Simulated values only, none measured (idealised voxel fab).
process module | voxel self aligned contacts
cross-section cut | 195 nm wide | cells 5 nm
A cross-section is a grid of square cells, given in bands from the top down. A band is one or more rows of cells.
Each band's line starts with the height of the band's top and of its bottom, in nm. Then come its materials from left to right, each with its width in nm. One material with "throughout" fills the band from edge to edge. "air" is empty space.
Height 0 is the level under which the wafer as received is all one material. The lowest band goes on downwards, as in "0 down".
A width such as "30 to 40" changes by the same amount from each row of cells to the next, from the band's top row to its bottom row.
"no change" after a step means that no cell of the cross-section changed.
closed voids: empty space of 8 cells or more with no open way to the top, each as width x height at its distance from the left edge, in nm
after a step's settings: what the simulator itself notes on the step
overlay nm, on a step with a mask: how far to the right of its planned place the mask lay; to the left if negative
plan
1 op RECEIVE | material Si
2 op OXIDIZE | depth nm 5
3 op DIRECTIONAL_DEP | material polySi | thk nm 20
4 op DIRECTIONAL_DEP | material SiN | thk nm 25
5 op MASKED_ETCH | tone cover | mask id GATE | width nm 30 | pitch nm 70 | etch materials SiN | depth nm 25 | overlay nm 0
6 op MASKED_ETCH | tone cover | mask id GATE | width nm 30 | pitch nm 70 | etch materials polySi | depth nm 20 | overlay nm 0
7 op CONFORMAL_DEP | material SiN | thk nm 10
8 op DIRECTIONAL_ETCH | etch materials SiN | depth nm 10
9 op FILL_DEP | material SiO2 | thk nm 15
10 op CMP | height nm 50
11 op DIRECTIONAL_DEP | material aC | thk nm 15
12 op PATTERN | tone open | mask id CONTACT | material resist | width nm 50 | thk nm 35 | overlay nm 0
13 op DIRECTIONAL_ETCH | etch materials aC | depth nm 15
14 op STRIP | etch materials resist
15 op DIRECTIONAL_ETCH | etch materials SiO2 | depth nm 55
16 op STRIP | etch materials aC
17 op CONFORMAL_DEP | material TiN | thk nm 5
18 op FILL_DEP | material Ru | thk nm 10
19 op CMP | height nm 50
20 op CONFORMAL_DEP | material SiCN | thk nm 5
as received, after step 1
  0 down: Si throughout
  closed voids: none
first wafer at the end, as planned
  55 to 50: SiCN throughout
  50 to 45: SiO2 70 | TiN 20 | Ru 10 | TiN 20 | SiO2 75
  45 to 20: SiO2 35 | SiN 50 | TiN 5 | Ru 10 | TiN 5 | SiN 50 | SiO2 40
  20 to 0: SiO2 35 | SiN 10 | polySi 30 | SiN 10 | TiN 5 | Ru 10 | TiN 5 | SiN 10 | polySi 30 | SiN 10 | SiO2 40
  0 to -5: SiO2 85 | TiN 20 | SiO2 90
  -5 down: Si throughout
  closed voids: none
second wafer at the end: like start, like plan, one mistake
  55 to 50: SiCN throughout
  50 to 20: SiO2 30 | SiN 60 | TiN 10 | SiN 60 | SiO2 35
  20 to 5: SiO2 30 | SiN 15 | polySi 30 | SiN 15 | TiN 10 | SiN 15 | polySi 30 | SiN 15 | SiO2 35
  5 to 0: SiN 45 | polySi 30 | SiN 40 | polySi 30 | SiN 50
  0 to -5: SiO2 throughout
  -5 down: Si throughout
  closed voids: none
what went wrong: step 7 ran as: op CONFORMAL_DEP | material SiN | thk nm 15
at the end the second wafer has, in cells: 20 fewer of Ru | 75 more of SiN | 43 fewer of SiO2 | 12 fewer of TiN
